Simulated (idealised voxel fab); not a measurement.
Name of the process module below: voxel wiring stack
Xsec cut, 190 nm wide, square cell size 5 nm.
Square cells in a grid make up a cross-section in this document, and the grid is given as bands, listed from the top down, each one or more rows of cells.
What a band's entry tells you: where the top is and where the bottom is, as heights in nm, and after that what lies inside, material by material from left to right, each with its width in nm. Empty space is written as the word "air", and a single material marked with the word "edge to edge" occupies the band from edge to edge.
Below 0: as-received wafer, all one material; heights counted from there. Lowest band: no bottom, goes on down, written "from 0 down".
A width such as "30->40" changes by the same amount from each row of cells to the next, from the band's top row to its bottom row.
"remained the same" -> step changed no cross-section cell.
"Closed void inventory": empty spaces of 8 cells or more with no open way to the top, each given as width x height at distance, distance from the left edge, all in nm.
That trailing text on a step's line, after the settings, is the simulator's own remark on the step.
A step's line can hold "overlay nm"; with a mask on that step, the setting says how far right of the planned place the mask lay, while a negative setting says it lay to the left.

**Process steps (planned)**
1. RECEIVE: material Si
2. CONFORMAL_DEP: material SiO2, thk nm 5
3. CONFORMAL_DEP: material SiCN, thk nm 5
4. DIRECTIONAL_DEP: material SiO2, thk nm 20
5. DIRECTIONAL_DEP: material aC, thk nm 10
6. PATTERN: tone open, mask id METAL_1, material resist, width nm 20, pitch nm 40, thk nm 30, overlay nm 0
7. DIRECTIONAL_ETCH: etch materials aC, depth nm 10
8. STRIP: etch materials resist
9. DIRECTIONAL_ETCH: etch materials SiO2, depth nm 20
10. DIRECTIONAL_ETCH: etch materials SiCN, depth nm 5
11. STRIP: etch materials aC
12. CONFORMAL_DEP: material TiN, thk nm 5
13. FILL_DEP: material Cu, thk nm 5
14. CMP: height nm 35
15. CONFORMAL_DEP: material SiCN, thk nm 5
16. DIRECTIONAL_DEP: material SiO2, thk nm 30
17. DIRECTIONAL_DEP: material aC, thk nm 10
18. PATTERN: tone open, mask id METAL_2, material resist, width nm 20, pitch nm 40, thk nm 30, overlay nm 0
19. DIRECTIONAL_ETCH: etch materials aC, depth nm 10
20. STRIP: etch materials resist
21. DIRECTIONAL_ETCH: etch materials SiO2, depth nm 15
22. STRIP: etch materials aC
23. PATTERN: tone open, mask id METAL_2_HOLES, material resist, width nm 15, pitch nm 80, thk nm 20, overlay nm 0
24. DIRECTIONAL_ETCH: etch materials SiO2, depth nm 15
25. DIRECTIONAL_ETCH: etch materials SiCN, depth nm 5
26. STRIP: etch materials resist
27. CONFORMAL_DEP: material TiN, thk nm 5
28. FILL_DEP: material Ru, thk nm 10
29. CMP: height nm 70
30. CONFORMAL_DEP: material SiN, thk nm 5
Across this set of wafers, the varied parameter is the thk nm of step 2. Starting conditions are identical for every wafer, and the plan reports the value assigned to the first wafer.

**first wafer as received, after step 1**
from 0 down | Si edge to edge
Closed void inventory: none

**Once step 30, the last step, is complete, the module is at its end; this is the cross-section of the first of several wafers**
from 75 to 70 | SiN edge to edge
from 70 to 60 | SiO2 25 nm; TiN 5 nm; Ru 10 nm; TiN 5 nm; SiO2 20 nm; TiN 5 nm; Ru 10 nm; TiN 5 nm; SiO2 20 nm; TiN 5 nm; Ru 10 nm; TiN 5 nm; SiO2 20 nm; TiN 5 nm; Ru 10 nm; TiN 5 nm; SiO2 25 nm
from 60 to 55 | SiO2 25 nm; TiN 5 nm; Ru 5 nm; TiN 10 nm; SiO2 20 nm; TiN 20 nm; SiO2 20 nm; TiN 5 nm; Ru 5 nm; TiN 10 nm; SiO2 20 nm; TiN 20 nm; SiO2 25 nm
from 55 to 40 | SiO2 25 nm; TiN 5 nm; Ru 5 nm; TiN 5 nm; SiO2 65 nm; TiN 5 nm; Ru 5 nm; TiN 5 nm; SiO2 70 nm
from 40 to 35 | SiCN 25 nm; TiN 15 nm; SiCN 65 nm; TiN 15 nm; SiCN 70 nm
from 35 to 30 | TiN 30 nm; Cu 10 nm; TiN 30 nm; Cu 10 nm; TiN 30 nm; Cu 10 nm; TiN 30 nm; Cu 10 nm; TiN 30 nm
from 30 to 10 | SiO2 25 nm; TiN 5 nm; Cu 10 nm; TiN 5 nm; SiO2 20 nm; TiN 5 nm; Cu 10 nm; TiN 5 nm; SiO2 20 nm; TiN 5 nm; Cu 10 nm; TiN 5 nm; SiO2 20 nm; TiN 5 nm; Cu 10 nm; TiN 5 nm; SiO2 25 nm
from 10 to 5 | SiCN 25 nm; TiN 20 nm; SiCN 20 nm; TiN 20 nm; SiCN 20 nm; TiN 20 nm; SiCN 20 nm; TiN 20 nm; SiCN 25 nm
from 5 to 0 | SiO2 edge to edge
from 0 down | Si edge to edge
Closed void inventory: none

**Cross-sectional view of the final wafer of several at the module's end**
from 75 to 70 | SiN edge to edge
from 70 to 60 | SiO2 25 nm; TiN 5 nm; Ru 10 nm; TiN 5 nm; SiO2 20 nm; TiN 5 nm; Ru 10 nm; TiN 5 nm; SiO2 20 nm; TiN 5 nm; Ru 10 nm; TiN 5 nm; SiO2 20 nm; TiN 5 nm; Ru 10 nm; TiN 5 nm; SiO2 25 nm
from 60 to 55 | SiO2 25 nm; TiN 5 nm; Ru 5 nm; TiN 10 nm; SiO2 20 nm; TiN 20 nm; SiO2 20 nm; TiN 5 nm; Ru 5 nm; TiN 10 nm; SiO2 20 nm; TiN 20 nm; SiO2 25 nm
from 55 to 40 | SiO2 25 nm; TiN 5 nm; Ru 5 nm; TiN 5 nm; SiO2 65 nm; TiN 5 nm; Ru 5 nm; TiN 5 nm; SiO2 70 nm
from 40 to 35 | SiCN 25 nm; TiN 15 nm; SiCN 65 nm; TiN 15 nm; SiCN 70 nm
from 35 to 30 | SiO2 25 nm; TiN 5 nm; Cu 10 nm; TiN 5 nm; SiO2 20 nm; TiN 5 nm; Cu 10 nm; TiN 5 nm; SiO2 20 nm; TiN 5 nm; Cu 10 nm; TiN 5 nm; SiO2 20 nm; TiN 5 nm; Cu 10 nm; TiN 5 nm; SiO2 25 nm
from 30 to 25 | SiCN 25 nm; TiN 20 nm; SiCN 20 nm; TiN 20 nm; SiCN 20 nm; TiN 20 nm; SiCN 20 nm; TiN 20 nm; SiCN 25 nm
from 25 to 0 | SiO2 edge to edge
from 0 down | Si edge to edge
Closed void inventory: none

**Take any row and you have a wafer at the end of the module: how many cells of each material it has gained (+) or lost (-) since it was received, and then its closed voids**
thk nm 5, +40 Cu, +24 Ru, +54 SiCN, +38 SiN, +288 SiO2, +126 TiN, Closed void inventory: none
thk nm 10, +32 Cu, +24 Ru, +54 SiCN, +38 SiN, +326 SiO2, +96 TiN, Closed void inventory: none
thk nm 15, +24 Cu, +24 Ru, +54 SiCN, +38 SiN, +342 SiO2, +88 TiN, Closed void inventory: none
thk nm 20, +16 Cu, +24 Ru, +54 SiCN, +38 SiN, +358 SiO2, +80 TiN, Closed void inventory: none
thk nm 25, +8 Cu, +24 Ru, +54 SiCN, +38 SiN, +374 SiO2, +72 TiN, Closed void inventory: none
